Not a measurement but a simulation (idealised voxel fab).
process module | voxel air gaps
cross-section cut | 185 nm wide | cells 5 nm
A cross-section is a grid of square cells, given in bands from the top down. A band is one or more rows of cells.
Each band's line starts with the height of the band's top and of its bottom, in nm. Then come its materials from left to right, each with its width in nm. One material with "throughout" fills the band from edge to edge. "air" is empty space.
Height 0 is the level under which the wafer as received is all one material. The lowest band goes on downwards, as in "0 down".
A width such as "30 to 40" changes by the same amount from each row of cells to the next, from the band's top row to its bottom row.
"no change" after a step means that no cell of the cross-section changed.
closed voids: empty space of 8 cells or more with no open way to the top, each as width x height at its distance from the left edge, in nm
after a step's settings: what the simulator itself notes on the step
overlay nm, on a step with a mask: how far to the right of its planned place the mask lay; to the left if negative
plan
1 op RECEIVE | material Si
2 op CONFORMAL_DEP | material SiO2 | thk nm 15
3 op CONFORMAL_DEP | material SiN | thk nm 5
4 op DIRECTIONAL_DEP | material SiO2 | thk nm 40
5 op PATTERN | tone open | mask id LINES | material resist | width nm 25 | pitch nm 50 | thk nm 15 | overlay nm 0
6 op DIRECTIONAL_ETCH | etch materials SiO2 | depth nm 40
7 op STRIP | etch materials resist
8 op CONFORMAL_DEP | material TiN | thk nm 5
9 op FILL_DEP | material W | thk nm 10
10 op CMP | height nm 60
11 op EPI | material Ru | thk nm 10
12 op SELECTIVE_ETCH | etch materials SiO2 | depth nm 50
13 op CONFORMAL_DEP | material SiCN | thk nm 5
as received, after step 1
  0 down: Si throughout
  closed voids: none
first wafer at the end, as planned
  75 to 70: air 15 | SiCN 155 | air 15
  70 to 60: air 15 | SiCN 5 | Ru 45 | SiCN 5 | Ru 45 | SiCN 5 | Ru 45 | SiCN 5 | air 15
  60 to 55: air 15 | SiCN 15 | TiN 5 | W 15 | TiN 5 | SiCN 25 | TiN 5 | W 15 | TiN 5 | SiCN 25 | TiN 5 | W 15 | TiN 5 | SiCN 15 | air 15
  55 to 25: air 25 | SiCN 5 | TiN 5 | W 15 | TiN 5 | SiCN 5 | air 15 | SiCN 5 | TiN 5 | W 15 | TiN 5 | SiCN 5 | air 15 | SiCN 5 | TiN 5 | W 15 | TiN 5 | SiCN 5 | air 25
  25 to 20: SiCN 30 | TiN 25 | SiCN 25 | TiN 25 | SiCN 25 | TiN 25 | SiCN 30
  20 to 15: SiN throughout
  15 to 0: SiO2 throughout
  0 down: Si throughout
  closed voids: 15 x 30 at 60; 15 x 30 at 110
second wafer at the end: like start, like plan, one mistake
  75 to 70: air 20 | SiCN 155 | air 10
  70 to 60: air 20 | SiCN 5 | Ru 45 | SiCN 5 | Ru 45 | SiCN 5 | Ru 45 | SiCN 5 | air 10
  60 to 55: air 20 | SiCN 15 | TiN 5 | W 15 | TiN 5 | SiCN 25 | TiN 5 | W 15 | TiN 5 | SiCN 25 | TiN 5 | W 15 | TiN 5 | SiCN 15 | air 10
  55 to 25: air 30 | SiCN 5 | TiN 5 | W 15 | TiN 5 | SiCN 5 | air 15 | SiCN 5 | TiN 5 | W 15 | TiN 5 | SiCN 5 | air 15 | SiCN 5 | TiN 5 | W 15 | TiN 5 | SiCN 5 | air 20
  25 to 20: SiCN 35 | TiN 25 | SiCN 25 | TiN 25 | SiCN 25 | TiN 25 | SiCN 25
  20 to 15: SiN throughout
  15 to 0: SiO2 throughout
  0 down: Si throughout
  closed voids: 15 x 30 at 65; 15 x 30 at 115
what went wrong: step 5 ran as: op PATTERN | tone open | mask id LINES | material resist | width nm 25 | pitch nm 50 | thk nm 15 | overlay nm 5
at the end the second wafer has, in cells: as many of each material as the first, in other places
